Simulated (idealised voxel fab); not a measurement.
The document below concerns the process module designated voxel transistor to metal.
FYI the section here is cut, 275 nm wide, cells are 5 nm squares.
When this document writes out a cross-section, it uses a grid of square cells and lists it as bands, beginning at the top and moving down, with a band standing for one or more rows of cells. For a band, the entry starts with two heights in nm, that of the top and then that of the bottom, and carries on with the band's materials in order from left to right, each alongside its width in nm; the word "all across" beside a single material means it fills the band edge to edge, and "empty" means empty space. Height is counted from the level 0, under which the received wafer is composed throughout of one material. The lowest of the bands is not closed at the bottom but continues downward, in the notation "0 -> down". When a width is written as two numbers, as in "30->40", the first number is the width in the top row of cells of the band and the second is the width in its bottom row, and the width changes by the same amount from each row to the next. "no alterations made" -> step changed no cross-section cell. Basically, "Closed void roster" tells you about the enclosed voids: empty spaces with no open way to the top, 8 cells or bigger, each written width x height at distance, where distance is from the left edge, all in nm. The remark found on a step's line after its settings is issued by the simulator itself and pertains to that step. overlay nm: how far to the right of its planned place the mask lay on this masked step (negative: to the left). Each pair of cross-sections that follows straddles one process step: the one shows the state before the step, the other the state after it, down to the lowest band that changed and no further. The step in question, and its settings, are given under the pair. Note that a pair is not necessarily a continuation of the pair above it, since pairs can come from different runs of this module on the same starting wafer; it is a continuation only where its entry headed "Structure before processing" says so.
## Structure before processing
    65 -> 50: aC (30)  empty (15)  aC (55)  empty (15)  aC (45)  empty (15)  aC (55)  empty (15)  aC (30)
    50 -> 35: SiO2 all across
    35 -> 30: SiCN all across
    30 -> 20: SiO2 (30)  TiN (5)  W (5)  TiN (5)  SiO2 (55)  TiN (5)  W (5)  TiN (5)  SiO2 (45)  TiN (5)  W (5)  TiN (5)  SiO2 (55)  TiN (5)  W (5)  TiN (5)  SiO2 (30)
    20 -> 5: SiO2 (30)  TiN (5)  W (5)  TiN (5)  SiO2 (10)  SiN (5)  HfO2 (5)  TiN (5)  W (5)  TiN (5)  HfO2 (5)  SiN (5)  SiO2 (10)  TiN (5)  W (5)  TiN (5)  SiO2 (45)  TiN (5)  W (5)  TiN (5)  SiO2 (10)  SiN (5)  HfO2 (5)  TiN (5)  W (5)  TiN (5)  HfO2 (5)  SiN (5)  SiO2 (10)  TiN (5)  W (5)  TiN (5)  SiO2 (30)
    5 -> 0: SiO2 (15)  SiN (5)  SiO2 (10)  TiN (15)  nSi (10)  SiN (5)  HfO2 (5)  TiN (15)  HfO2 (5)  SiN (5)  nSi (10)  TiN (15)  SiO2 (10)  SiN (5)  SiO2 (15)  SiN (5)  SiO2 (10)  TiN (15)  nSi (10)  SiN (5)  HfO2 (5)  TiN (15)  HfO2 (5)  SiN (5)  nSi (10)  TiN (15)  SiO2 (10)  SiN (5)  SiO2 (15)
    0 -> -5: SiO2 (15)  SiN (5)  nSi (35)  HfO2 (35)  nSi (35)  SiN (5)  SiO2 (15)  SiN (5)  nSi (35)  HfO2 (35)  nSi (35)  SiN (5)  SiO2 (15)
    -5 -> -10: SiO2 (25)  nSi (30)  Si (35)  nSi (30)  SiO2 (35)  nSi (30)  Si (35)  nSi (30)  SiO2 (25)
    -10 -> -25: SiO2 (20)  Si (105)  SiO2 (25)  Si (105)  SiO2 (20)
    -25 -> down: Si all across
    Closed void roster: none
## Cross-Section After Step
    65 -> 50: aC (30)  empty (15)  aC (55)  empty (15)  aC (45)  empty (15)  aC (55)  empty (15)  aC (30)
    50 -> 35: SiO2 (30)  empty (15)  SiO2 (55)  empty (15)  SiO2 (45)  empty (15)  SiO2 (55)  empty (15)  SiO2 (30)
    All layers under 35 are left as they were.
    Closed void roster: none
Can you say which step sits between the two cross-sections above? DIRECTIONAL_ETCH: etch materials SiO2, depth nm 15
Structure before processing: the after view from the pair directly above serves as the before view here.
## Cross-Section After Step
    65 -> 50: aC (30)  empty (15)  aC (55)  empty (15)  aC (45)  empty (15)  aC (55)  empty (15)  aC (30)
    50 -> 35: SiO2 (30)  empty (15)  SiO2 (55)  empty (15)  SiO2 (45)  empty (15)  SiO2 (55)  empty (15)  SiO2 (30)
    35 -> 30: SiCN (30)  empty (15)  SiCN (55)  empty (15)  SiCN (45)  empty (15)  SiCN (55)  empty (15)  SiCN (30)
    All layers under 30 are left as they were.
    Closed void roster: none
Can you say which step sits between the two cross-sections above? DIRECTIONAL_ETCH: etch materials SiCN, depth nm 5
Structure before processing: the after view from the pair directly above serves as the before view here.
## Cross-Section After Step
    50 -> 35: SiO2 (30)  empty (15)  SiO2 (55)  empty (15)  SiO2 (45)  empty (15)  SiO2 (55)  empty (15)  SiO2 (30)
    All layers under 35 are left as they were.
    Closed void roster: none
Can you say which step sits between the two cross-sections above? STRIP: etch materials aC
Structure before processing: the after view from the pair directly above serves as the before view here.
## Cross-Section After Step
    55 -> 50: TiN (35)  empty (5)  TiN (65)  empty (5)  TiN (55)  empty (5)  TiN (65)  empty (5)  TiN (35)
    50 -> 35: SiO2 (30)  TiN (5)  empty (5)  TiN (5)  SiO2 (55)  TiN (5)  empty (5)  TiN (5)  SiO2 (45)  TiN (5)  empty (5)  TiN (5)  SiO2 (55)  TiN (5)  empty (5)  TiN (5)  SiO2 (30)
    35 -> 30: SiCN (30)  TiN (15)  SiCN (55)  TiN (15)  SiCN (45)  TiN (15)  SiCN (55)  TiN (15)  SiCN (30)
    All layers under 30 are left as they were.
    Closed void roster: none
Can you say which step sits between the two cross-sections above? CONFORMAL_DEP: material TiN, thk nm 5
Structure before processing: the after view from the pair directly above serves as the before view here.
## Cross-Section After Step
    60 -> 55: W all across
    55 -> 50: TiN (35)  W (5)  TiN (65)  W (5)  TiN (55)  W (5)  TiN (65)  W (5)  TiN (35)
    50 -> 35: SiO2 (30)  TiN (5)  W (5)  TiN (5)  SiO2 (55)  TiN (5)  W (5)  TiN (5)  SiO2 (45)  TiN (5)  W (5)  TiN (5)  SiO2 (55)  TiN (5)  W (5)  TiN (5)  SiO2 (30)
    All layers under 35 are left as they were.
    Closed void roster: none
Can you say which step sits between the two cross-sections above? FILL_DEP: material W, thk nm 5
Structure before processing: the after view from the pair directly above serves as the before view here.
## Cross-Section After Step
    50 -> 35: SiO2 (30)  TiN (5)  W (5)  TiN (5)  SiO2 (55)  TiN (5)  W (5)  TiN (5)  SiO2 (45)  TiN (5)  W (5)  TiN (5)  SiO2 (55)  TiN (5)  W (5)  TiN (5)  SiO2 (30)
    All layers under 35 are left as they were.
    Closed void roster: none
Can you say which step sits between the two cross-sections above? CMP: height nm 50
Structure before processing: the after view from the pair directly above serves as the before view here.
## Cross-Section After Step
    55 -> 50: empty (25)  Ru (25)  empty (45)  Ru (25)  empty (35)  Ru (25)  empty (45)  Ru (25)  empty (25)
    All layers under 50 are left as they were.
    Closed void roster: none
Can you say which step sits between the two cross-sections above? EPI: material Ru, thk nm 5
Structure before processing: the after view from the pair directly above serves as the before view here.
## Cross-Section After Step
    60 -> 55: SiCN all across
    55 -> 50: SiCN (25)  Ru (25)  SiCN (45)  Ru (25)  SiCN (35)  Ru (25)  SiCN (45)  Ru (25)  SiCN (25)
    All layers under 50 are left as they were.
    Closed void roster: none
Can you say which step sits between the two cross-sections above? FILL_DEP: material SiCN, thk nm 5
## Structure before processing
    20 -> 5: empty (20)  SiN (105)  empty (25)  SiN (105)  empty (20)
    5 -> 0: empty (20)  SiO2 (105)  empty (25)  SiO2 (105)  empty (20)
    0 -> -25: empty (20)  Si (105)  empty (25)  Si (105)  empty (20)
    -25 -> down: Si all across
    Closed void roster: none
## Cross-Section After Step
    20 -> 5: empty (20)  SiN (105)  empty (25)  SiN (105)  empty (20)
    5 -> 0: empty (20)  SiO2 (105)  empty (25)  SiO2 (105)  empty (20)
    0 -> -50: empty (20)  Si (105)  empty (25)  Si (105)  empty (20)
    All layers under -50 are left as they were.
    Closed void roster: none
Can you say which step sits between the two cross-sections above? MASKED_ETCH: tone cover, mask id ACTIVE, width nm 105, pitch nm 130, etch materials Si, depth nm 25, overlay nm 0
Structure before processing: the after view from the pair directly above serves as the before view here.
## Cross-Section After Step
    25 -> 20: SiO2 all across
    20 -> 5: SiO2 (20)  SiN (105)  SiO2 (25)  SiN (105)  SiO2 (20)
    5 -> 0: SiO2 all across
    0 -> -50: SiO2 (20)  Si (105)  SiO2 (25)  Si (105)  SiO2 (20)
    All layers under -50 are left as they were.
    Closed void roster: none
Can you say which step sits between the two cross-sections above? FILL_DEP: material SiO2, thk nm 5
Structure before processing: the after view from the pair directly above serves as the before view here.
## Cross-Section After Step
    20 -> 5: SiO2 (20)  SiN (105)  SiO2 (25)  SiN (105)  SiO2 (20)
    All layers under 5 are left as they were.
    Closed void roster: none
Can you say which step sits between the two cross-sections above? CMP: height nm 20
Structure before processing: the after view from the pair directly above serves as the before view here.
## Cross-Section After Step
    20 -> 10: empty (20)  SiN (105)  empty (25)  SiN (105)  empty (20)
    All layers under 10 are left as they were.
    Closed void roster: none
Can you say which step sits between the two cross-sections above? SELECTIVE_ETCH: etch materials SiO2, depth nm 10
Structure before processing: the after view from the pair directly above serves as the before view here.
## Cross-Section After Step
    10 -> 5: SiO2 (20)  empty (105)  SiO2 (25)  empty (105)  SiO2 (20)
    All layers under 5 are left as they were.
    Closed void roster: none
Can you say which step sits between the two cross-sections above? STRIP: etch materials SiN
Structure before processing: the after view from the pair directly above serves as the before view here.
## Cross-Section After Step
    5 -> 0: SiO2 (15)  empty (115)  SiO2 (15)  empty (115)  SiO2 (15)
    All layers under 0 are left as they were.
    Closed void roster: none
Can you say which step sits between the two cross-sections above? SELECTIVE_ETCH: etch materials SiO2, depth nm 5
Structure before processing: the after view from the pair directly above serves as the before view here.
## Cross-Section After Step
    5 -> 0: SiO2 (15)  empty (115)  SiO2 (15)  empty (115)  SiO2 (15)
    0 -> -5: SiO2 all across
    All layers under -5 are left as they were.
    Closed void roster: none
Can you say which step sits between the two cross-sections above? OXIDIZE: depth nm 5
Structure before processing: the after view from the pair directly above serves as the before view here.
## Cross-Section After Step
    30 -> 25: polySi (15)  empty (115)  polySi (15)  empty (115)  polySi (15)
    25 -> 5: polySi all across
    5 -> 0: SiO2 (15)  polySi (115)  SiO2 (15)  polySi (115)  SiO2 (15)
    All layers under 0 are left as they were.
    Closed void roster: none
Can you say which step sits between the two cross-sections above? DIRECTIONAL_DEP: material polySi, thk nm 25
Structure before processing: the after view from the pair directly above serves as the before view here.
## Cross-Section After Step
    40 -> 35: SiCN (15)  empty (115)  SiCN (15)  empty (115)  SiCN (15)
    35 -> 30: SiCN all across
    30 -> 25: polySi (15)  SiCN (115)  polySi (15)  SiCN (115)  polySi (15)
    All layers under 25 are left as they were.
    Closed void roster: none
Can you say which step sits between the two cross-sections above? DIRECTIONAL_DEP: material SiCN, thk nm 10
Structure before processing: the after view from the pair directly above serves as the before view here.
## Cross-Section After Step
    60 -> 40: empty (60)  resist (25)  empty (105)  resist (25)  empty (60)
    40 -> 35: SiCN (15)  empty (45)  resist (25)  empty (45)  SiCN (15)  empty (45)  resist (25)  empty (45)  SiCN (15)
    All layers under 35 are left as they were.
    Closed void roster: none
Can you say which step sits between the two cross-sections above? PATTERN: tone cover, mask id GATE, material resist, width nm 25, pitch nm 130, thk nm 20, overlay nm 0
Structure before processing: the after view from the pair directly above serves as the before view here.
## Cross-Section After Step
    60 -> 35: empty (60)  resist (25)  empty (105)  resist (25)  empty (60)
    35 -> 30: empty (60)  SiCN (25)  empty (105)  SiCN (25)  empty (60)
    30 -> 25: polySi (15)  empty (45)  SiCN (25)  empty (45)  polySi (15)  empty (45)  SiCN (25)  empty (45)  polySi (15)
    All layers under 25 are left as they were.
    Closed void roster: none
Can you say which step sits between the two cross-sections above? DIRECTIONAL_ETCH: etch materials SiCN, depth nm 20
Structure before processing: the after view from the pair directly above serves as the before view here.
## Cross-Section After Step
    60 -> 35: empty (60)  resist (25)  empty (105)  resist (25)  empty (60)
    35 -> 25: empty (60)  SiCN (25)  empty (105)  SiCN (25)  empty (60)
    25 -> 5: empty (60)  polySi (25)  empty (105)  polySi (25)  empty (60)
    5 -> 0: SiO2 (15)  empty (45)  polySi (25)  empty (45)  SiO2 (15)  empty (45)  polySi (25)  empty (45)  SiO2 (15)
    All layers under 0 are left as they were.
    Closed void roster: none
Can you say which step sits between the two cross-sections above? DIRECTIONAL_ETCH: etch materials polySi, depth nm 35
Structure before processing: the after view from the pair directly above serves as the before view here.
## Cross-Section After Step
    35 -> 25: empty (60)  SiCN (25)  empty (105)  SiCN (25)  empty (60)
    All layers under 25 are left as they were.
    Closed void roster: none
Can you say which step sits between the two cross-sections above? STRIP: etch materials resist
Structure before processing: the after view from the pair directly above serves as the before view here.
## Cross-Section After Step
    40 -> 35: empty (55)  SiN (35)  empty (95)  SiN (35)  empty (55)
    35 -> 25: empty (55)  SiN (5)  SiCN (25)  SiN (5)  empty (95)  SiN (5)  SiCN (25)  SiN (5)  empty (55)
    25 -> 10: empty (55)  SiN (5)  polySi (25)  SiN (5)  empty (95)  SiN (5)  polySi (25)  SiN (5)  empty (55)
    10 -> 5: SiN (20)  empty (35)  SiN (5)  polySi (25)  SiN (5)  empty (35)  SiN (25)  empty (35)  SiN (5)  polySi (25)  SiN (5)  empty (35)  SiN (20)
    5 -> 0: SiO2 (15)  SiN (45)  polySi (25)  SiN (45)  SiO2 (15)  SiN (45)  polySi (25)  SiN (45)  SiO2 (15)
    All layers under 0 are left as they were.
    Closed void roster: none
Can you say which step sits between the two cross-sections above? CONFORMAL_DEP: material SiN, thk nm 5
Structure before processing: the after view from the pair directly above serves as the before view here.
## Cross-Section After Step
    35 -> 25: empty (55)  SiN (5)  SiCN (25)  SiN (5)  empty (95)  SiN (5)  SiCN (25)  SiN (5)  empty (55)
    25 -> 5: empty (55)  SiN (5)  polySi (25)  SiN (5)  empty (95)  SiN (5)  polySi (25)  SiN (5)  empty (55)
    5 -> 0: SiO2 (15)  SiN (5)  empty (35)  SiN (5)  polySi (25)  SiN (5)  empty (35)  SiN (5)  SiO2 (15)  SiN (5)  empty (35)  SiN (5)  polySi (25)  SiN (5)  empty (35)  SiN (5)  SiO2 (15)
    All layers under 0 are left as they were.
    Closed void roster: none
Can you say which step sits between the two cross-sections above? DIRECTIONAL_ETCH: etch materials SiN, depth nm 5
Structure before processing: the after view from the pair directly above serves as the before view here.
## Cross-Section After Step
    35 -> 25: empty (55)  SiN (5)  SiCN (25)  SiN (5)  empty (95)  SiN (5)  SiCN (25)  SiN (5)  empty (55)
    25 -> 5: empty (55)  SiN (5)  polySi (25)  SiN (5)  empty (95)  SiN (5)  polySi (25)  SiN (5)  empty (55)
    5 -> 0: empty (15)  SiN (5)  empty (35)  SiN (5)  polySi (25)  SiN (5)  empty (35)  SiN (5)  empty (15)  SiN (5)  empty (35)  SiN (5)  polySi (25)  SiN (5)  empty (35)  SiN (5)  empty (15)
    0 -> -5: SiO2 (20)  empty (35)  SiO2 (35)  empty (35)  SiO2 (25)  empty (35)  SiO2 (35)  empty (35)  SiO2 (20)
    All layers under -5 are left as they were.
    Closed void roster: none
Can you say which step sits between the two cross-sections above? DIRECTIONAL_ETCH: etch materials SiO2, depth nm 5
Structure before processing: the after view from the pair directly above serves as the before view here.
## Cross-Section After Step
    35 -> 25: empty (55)  SiN (5)  SiCN (25)  SiN (5)  empty (95)  SiN (5)  SiCN (25)  SiN (5)  empty (55)
    25 -> 5: empty (55)  SiN (5)  polySi (25)  SiN (5)  empty (95)  SiN (5)  polySi (25)  SiN (5)  empty (55)
    5 -> 0: empty (15)  SiN (5)  empty (35)  SiN (5)  polySi (25)  SiN (5)  empty (35)  SiN (5)  empty (15)  SiN (5)  empty (35)  SiN (5)  polySi (25)  SiN (5)  empty (35)  SiN (5)  empty (15)
    0 -> -5: SiO2 (20)  empty (35)  SiO2 (35)  empty (35)  SiO2 (25)  empty (35)  SiO2 (35)  empty (35)  SiO2 (20)
    -5 -> -10: SiO2 (20)  empty (35)  Si (35)  empty (35)  SiO2 (25)  empty (35)  Si (35)  empty (35)  SiO2 (20)
    All layers under -10 are left as they were.
    Closed void roster: none
Can you say which step sits between the two cross-sections above? DIRECTIONAL_ETCH: etch materials Si, depth nm 5
Structure before processing: the after view from the pair directly above serves as the before view here.
## Cross-Section After Step
    35 -> 25: empty (55)  SiN (5)  SiCN (25)  SiN (5)  empty (95)  SiN (5)  SiCN (25)  SiN (5)  empty (55)
    25 -> 5: empty (55)  SiN (5)  polySi (25)  SiN (5)  empty (95)  SiN (5)  polySi (25)  SiN (5)  empty (55)
    5 -> 0: empty (15)  SiN (5)  empty (25)  nSi (10)  SiN (5)  polySi (25)  SiN (5)  nSi (10)  empty (25)  SiN (5)  empty (15)  SiN (5)  empty (25)  nSi (10)  SiN (5)  polySi (25)  SiN (5)  nSi (10)  empty (25)  SiN (5)  empty (15)
    0 -> -5: SiO2 (20)  nSi (35)  SiO2 (35)  nSi (35)  SiO2 (25)  nSi (35)  SiO2 (35)  nSi (35)  SiO2 (20)
    -5 -> -10: SiO2 (20)  nSi (35)  Si (35)  nSi (35)  SiO2 (25)  nSi (35)  Si (35)  nSi (35)  SiO2 (20)
    All layers under -10 are left as they were.
    Closed void roster: none
Can you say which step sits between the two cross-sections above? EPI: material nSi, thk nm 10
Structure before processing: the after view from the pair directly above serves as the before view here.
## Cross-Section After Step
    45 -> 35: SiO2 all across
    35 -> 25: SiO2 (55)  SiN (5)  SiCN (25)  SiN (5)  SiO2 (95)  SiN (5)  SiCN (25)  SiN (5)  SiO2 (55)
    25 -> 5: SiO2 (55)  SiN (5)  polySi (25)  SiN (5)  SiO2 (95)  SiN (5)  polySi (25)  SiN (5)  SiO2 (55)
    5 -> 0: SiO2 (15)  SiN (5)  SiO2 (25)  nSi (10)  SiN (5)  polySi (25)  SiN (5)  nSi (10)  SiO2 (25)  SiN (5)  SiO2 (15)  SiN (5)  SiO2 (25)  nSi (10)  SiN (5)  polySi (25)  SiN (5)  nSi (10)  SiO2 (25)  SiN (5)  SiO2 (15)
    All layers under 0 are left as they were.
    Closed void roster: none
Can you say which step sits between the two cross-sections above? FILL_DEP: material SiO2, thk nm 10
Structure before processing: the after view from the pair directly above serves as the before view here.
## Cross-Section After Step
    25 -> 5: SiO2 (55)  SiN (5)  polySi (25)  SiN (5)  SiO2 (95)  SiN (5)  polySi (25)  SiN (5)  SiO2 (55)
    All layers under 5 are left as they were.
    Closed void roster: none
Can you say which step sits between the two cross-sections above? CMP: height nm 25
Structure before processing: the after view from the pair directly above serves as the before view here.
## Cross-Section After Step
    25 -> 5: SiO2 (55)  SiN (5)  empty (25)  SiN (5)  SiO2 (95)  SiN (5)  empty (25)  SiN (5)  SiO2 (55)
    5 -> 0: SiO2 (15)  SiN (5)  SiO2 (25)  nSi (10)  SiN (5)  empty (25)  SiN (5)  nSi (10)  SiO2 (25)  SiN (5)  SiO2 (15)  SiN (5)  SiO2 (25)  nSi (10)  SiN (5)  empty (25)  SiN (5)  nSi (10)  SiO2 (25)  SiN (5)  SiO2 (15)
    All layers under 0 are left as they were.
    Closed void roster: none
Can you say which step sits between the two cross-sections above? STRIP: etch materials polySi
Structure before processing: the after view from the pair directly above serves as the before view here.
## Cross-Section After Step
    25 -> 20: empty (55)  SiN (5)  empty (25)  SiN (5)  empty (95)  SiN (5)  empty (25)  SiN (5)  empty (55)
    20 -> 5: SiO2 (55)  SiN (5)  empty (25)  SiN (5)  SiO2 (95)  SiN (5)  empty (25)  SiN (5)  SiO2 (55)
    5 -> 0: SiO2 (15)  SiN (5)  SiO2 (25)  nSi (10)  SiN (5)  empty (25)  SiN (5)  nSi (10)  SiO2 (25)  SiN (5)  SiO2 (15)  SiN (5)  SiO2 (25)  nSi (10)  SiN (5)  empty (25)  SiN (5)  nSi (10)  SiO2 (25)  SiN (5)  SiO2 (15)
    0 -> -5: SiO2 (20)  nSi (35)  empty (35)  nSi (35)  SiO2 (25)  nSi (35)  empty (35)  nSi (35)  SiO2 (20)
    All layers under -5 are left as they were.
    Closed void roster: none
Can you say which step sits between the two cross-sections above? SELECTIVE_ETCH: etch materials SiO2, depth nm 5
Structure before processing: the after view from the pair directly above serves as the before view here.
## Cross-Section After Step
    30 -> 25: empty (50)  HfO2 (15)  empty (15)  HfO2 (15)  empty (85)  HfO2 (15)  empty (15)  HfO2 (15)  empty (50)
    25 -> 20: HfO2 (55)  SiN (5)  HfO2 (5)  empty (15)  HfO2 (5)  SiN (5)  HfO2 (95)  SiN (5)  HfO2 (5)  empty (15)  HfO2 (5)  SiN (5)  HfO2 (55)
    20 -> 5: SiO2 (55)  SiN (5)  HfO2 (5)  empty (15)  HfO2 (5)  SiN (5)  SiO2 (95)  SiN (5)  HfO2 (5)  empty (15)  HfO2 (5)  SiN (5)  SiO2 (55)
    5 -> 0: SiO2 (15)  SiN (5)  SiO2 (25)  nSi (10)  SiN (5)  HfO2 (5)  empty (15)  HfO2 (5)  SiN (5)  nSi (10)  SiO2 (25)  SiN (5)  SiO2 (15)  SiN (5)  SiO2 (25)  nSi (10)  SiN (5)  HfO2 (5)  empty (15)  HfO2 (5)  SiN (5)  nSi (10)  SiO2 (25)  SiN (5)  SiO2 (15)
    0 -> -5: SiO2 (20)  nSi (35)  HfO2 (35)  nSi (35)  SiO2 (25)  nSi (35)  HfO2 (35)  nSi (35)  SiO2 (20)
    All layers under -5 are left as they were.
    Closed void roster: none
Can you say which step sits between the two cross-sections above? CONFORMAL_DEP: material HfO2, thk nm 5
Structure before processing: the after view from the pair directly above serves as the before view here.
## Cross-Section After Step
    35 -> 30: empty (45)  TiN (25)  empty (5)  TiN (25)  empty (75)  TiN (25)  empty (5)  TiN (25)  empty (45)
    30 -> 25: TiN (50)  HfO2 (15)  TiN (5)  empty (5)  TiN (5)  HfO2 (15)  TiN (85)  HfO2 (15)  TiN (5)  empty (5)  TiN (5)  HfO2 (15)  TiN (50)
    25 -> 20: HfO2 (55)  SiN (5)  HfO2 (5)  TiN (5)  empty (5)  TiN (5)  HfO2 (5)  SiN (5)  HfO2 (95)  SiN (5)  HfO2 (5)  TiN (5)  empty (5)  TiN (5)  HfO2 (5)  SiN (5)  HfO2 (55)
    20 -> 5: SiO2 (55)  SiN (5)  HfO2 (5)  TiN (5)  empty (5)  TiN (5)  HfO2 (5)  SiN (5)  SiO2 (95)  SiN (5)  HfO2 (5)  TiN (5)  empty (5)  TiN (5)  HfO2 (5)  SiN (5)  SiO2 (55)
    5 -> 0: SiO2 (15)  SiN (5)  SiO2 (25)  nSi (10)  SiN (5)  HfO2 (5)  TiN (15)  HfO2 (5)  SiN (5)  nSi (10)  SiO2 (25)  SiN (5)  SiO2 (15)  SiN (5)  SiO2 (25)  nSi (10)  SiN (5)  HfO2 (5)  TiN (15)  HfO2 (5)  SiN (5)  nSi (10)  SiO2 (25)  SiN (5)  SiO2 (15)
    All layers under 0 are left as they were.
    Closed void roster: none
Can you say which step sits between the two cross-sections above? CONFORMAL_DEP: material TiN, thk nm 5
Structure before processing: the after view from the pair directly above serves as the before view here.
## Cross-Section After Step
    40 -> 35: W all across
    35 -> 30: W (45)  TiN (25)  W (5)  TiN (25)  W (75)  TiN (25)  W (5)  TiN (25)  W (45)
    30 -> 25: TiN (50)  HfO2 (15)  TiN (5)  W (5)  TiN (5)  HfO2 (15)  TiN (85)  HfO2 (15)  TiN (5)  W (5)  TiN (5)  HfO2 (15)  TiN (50)
    25 -> 20: HfO2 (55)  SiN (5)  HfO2 (5)  TiN (5)  W (5)  TiN (5)  HfO2 (5)  SiN (5)  HfO2 (95)  SiN (5)  HfO2 (5)  TiN (5)  W (5)  TiN (5)  HfO2 (5)  SiN (5)  HfO2 (55)
    20 -> 5: SiO2 (55)  SiN (5)  HfO2 (5)  TiN (5)  W (5)  TiN (5)  HfO2 (5)  SiN (5)  SiO2 (95)  SiN (5)  HfO2 (5)  TiN (5)  W (5)  TiN (5)  HfO2 (5)  SiN (5)  SiO2 (55)
    All layers under 5 are left as they were.
    Closed void roster: none
Can you say which step sits between the two cross-sections above? FILL_DEP: material W, thk nm 5
Structure before processing: the after view from the pair directly above serves as the before view here.
## Cross-Section After Step
    20 -> 5: SiO2 (55)  SiN (5)  HfO2 (5)  TiN (5)  W (5)  TiN (5)  HfO2 (5)  SiN (5)  SiO2 (95)  SiN (5)  HfO2 (5)  TiN (5)  W (5)  TiN (5)  HfO2 (5)  SiN (5)  SiO2 (55)
    All layers under 5 are left as they were.
    Closed void roster: none
Can you say which step sits between the two cross-sections above? CMP: height nm 20
Structure before processing: the after view from the pair directly above serves as the before view here.
## Cross-Section After Step
    30 -> 20: SiO2 all across
    All layers under 20 are left as they were.
    Closed void roster: none
Can you say which step sits between the two cross-sections above? DIRECTIONAL_DEP: material SiO2, thk nm 10
Structure before processing: the after view from the pair directly above serves as the before view here.
## Cross-Section After Step
    45 -> 30: resist (30)  empty (15)  resist (55)  empty (15)  resist (45)  empty (15)  resist (55)  empty (15)  resist (30)
    All layers under 30 are left as they were.
    Closed void roster: none
Can you say which step sits between the two cross-sections above? PATTERN: tone open, mask id CONTACT, material resist, width nm 15, thk nm 15, overlay nm 0
Structure before processing: the after view from the pair directly above serves as the before view here.
## Cross-Section After Step
    45 -> 30: resist (30)  empty (15)  resist (55)  empty (15)  resist (45)  empty (15)  resist (55)  empty (15)  resist (30)
    30 -> 20: SiO2 (30)  empty (15)  SiO2 (55)  empty (15)  SiO2 (45)  empty (15)  SiO2 (55)  empty (15)  SiO2 (30)
    20 -> 5: SiO2 (30)  empty (15)  SiO2 (10)  SiN (5)  HfO2 (5)  TiN (5)  W (5)  TiN (5)  HfO2 (5)  SiN (5)  SiO2 (10)  empty (15)  SiO2 (45)  empty (15)  SiO2 (10)  SiN (5)  HfO2 (5)  TiN (5)  W (5)  TiN (5)  HfO2 (5)  SiN (5)  SiO2 (10)  empty (15)  SiO2 (30)
    5 -> 0: SiO2 (15)  SiN (5)  SiO2 (10)  empty (15)  nSi (10)  SiN (5)  HfO2 (5)  TiN (15)  HfO2 (5)  SiN (5)  nSi (10)  empty (15)  SiO2 (10)  SiN (5)  SiO2 (15)  SiN (5)  SiO2 (10)  empty (15)  nSi (10)  SiN (5)  HfO2 (5)  TiN (15)  HfO2 (5)  SiN (5)  nSi (10)  empty (15)  SiO2 (10)  SiN (5)  SiO2 (15)
    All layers under 0 are left as they were.
    Closed void roster: none
Can you say which step sits between the two cross-sections above? DIRECTIONAL_ETCH: etch materials SiO2, depth nm 30
Structure before processing: the after view from the pair directly above serves as the before view here.
## Cross-Section After Step
    30 -> 20: SiO2 (30)  empty (15)  SiO2 (55)  empty (15)  SiO2 (45)  empty (15)  SiO2 (55)  empty (15)  SiO2 (30)
    All layers under 20 are left as they were.
    Closed void roster: none
Can you say which step sits between the two cross-sections above? STRIP: etch materials resist
Structure before processing: the after view from the pair directly above serves as the before view here.
## Cross-Section After Step
    35 -> 30: TiN (35)  empty (5)  TiN (65)  empty (5)  TiN (55)  empty (5)  TiN (65)  empty (5)  TiN (35)
    30 -> 20: SiO2 (30)  TiN (5)  empty (5)  TiN (5)  SiO2 (55)  TiN (5)  empty (5)  TiN (5)  SiO2 (45)  TiN (5)  empty (5)  TiN (5)  SiO2 (55)  TiN (5)  empty (5)  TiN (5)  SiO2 (30)
    20 -> 5: SiO2 (30)  TiN (5)  empty (5)  TiN (5)  SiO2 (10)  SiN (5)  HfO2 (5)  TiN (5)  W (5)  TiN (5)  HfO2 (5)  SiN (5)  SiO2 (10)  TiN (5)  empty (5)  TiN (5)  SiO2 (45)  TiN (5)  empty (5)  TiN (5)  SiO2 (10)  SiN (5)  HfO2 (5)  TiN (5)  W (5)  TiN (5)  HfO2 (5)  SiN (5)  SiO2 (10)  TiN (5)  empty (5)  TiN (5)  SiO2 (30)
    5 -> 0: SiO2 (15)  SiN (5)  SiO2 (10)  TiN (15)  nSi (10)  SiN (5)  HfO2 (5)  TiN (15)  HfO2 (5)  SiN (5)  nSi (10)  TiN (15)  SiO2 (10)  SiN (5)  SiO2 (15)  SiN (5)  SiO2 (10)  TiN (15)  nSi (10)  SiN (5)  HfO2 (5)  TiN (15)  HfO2 (5)  SiN (5)  nSi (10)  TiN (15)  SiO2 (10)  SiN (5)  SiO2 (15)
    All layers under 0 are left as they were.
    Closed void roster: none
Can you say which step sits between the two cross-sections above? CONFORMAL_DEP: material TiN, thk nm 5
Structure before processing: the after view from the pair directly above serves as the before view here.
## Cross-Section After Step
    40 -> 35: W all across
    35 -> 30: TiN (35)  W (5)  TiN (65)  W (5)  TiN (55)  W (5)  TiN (65)  W (5)  TiN (35)
    30 -> 20: SiO2 (30)  TiN (5)  W (5)  TiN (5)  SiO2 (55)  TiN (5)  W (5)  TiN (5)  SiO2 (45)  TiN (5)  W (5)  TiN (5)  SiO2 (55)  TiN (5)  W (5)  TiN (5)  SiO2 (30)
    20 -> 5: SiO2 (30)  TiN (5)  W (5)  TiN (5)  SiO2 (10)  SiN (5)  HfO2 (5)  TiN (5)  W (5)  TiN (5)  HfO2 (5)  SiN (5)  SiO2 (10)  TiN (5)  W (5)  TiN (5)  SiO2 (45)  TiN (5)  W (5)  TiN (5)  SiO2 (10)  SiN (5)  HfO2 (5)  TiN (5)  W (5)  TiN (5)  HfO2 (5)  SiN (5)  SiO2 (10)  TiN (5)  W (5)  TiN (5)  SiO2 (30)
    All layers under 5 are left as they were.
    Closed void roster: none
Can you say which step sits between the two cross-sections above? FILL_DEP: material W, thk nm 5
Structure before processing: the after view from the pair directly above serves as the before view here.
## Cross-Section After Step
    30 -> 20: SiO2 (30)  TiN (5)  W (5)  TiN (5)  SiO2 (55)  TiN (5)  W (5)  TiN (5)  SiO2 (45)  TiN (5)  W (5)  TiN (5)  SiO2 (55)  TiN (5)  W (5)  TiN (5)  SiO2 (30)
    All layers under 20 are left as they were.
    Closed void roster: none
Can you say which step sits between the two cross-sections above? CMP: height nm 30
Structure before processing: the after view from the pair directly above serves as the before view here.
## Cross-Section After Step
    35 -> 30: SiCN all across
    All layers under 30 are left as they were.
    Closed void roster: none
Can you say which step sits between the two cross-sections above? CONFORMAL_DEP: material SiCN, thk nm 5
Structure before processing: the after view from the pair directly above serves as the before view here.
## Cross-Section After Step
    50 -> 35: SiO2 all across
    All layers under 35 are left as they were.
    Closed void roster: none
Can you say which step sits between the two cross-sections above? DIRECTIONAL_DEP: material SiO2, thk nm 15
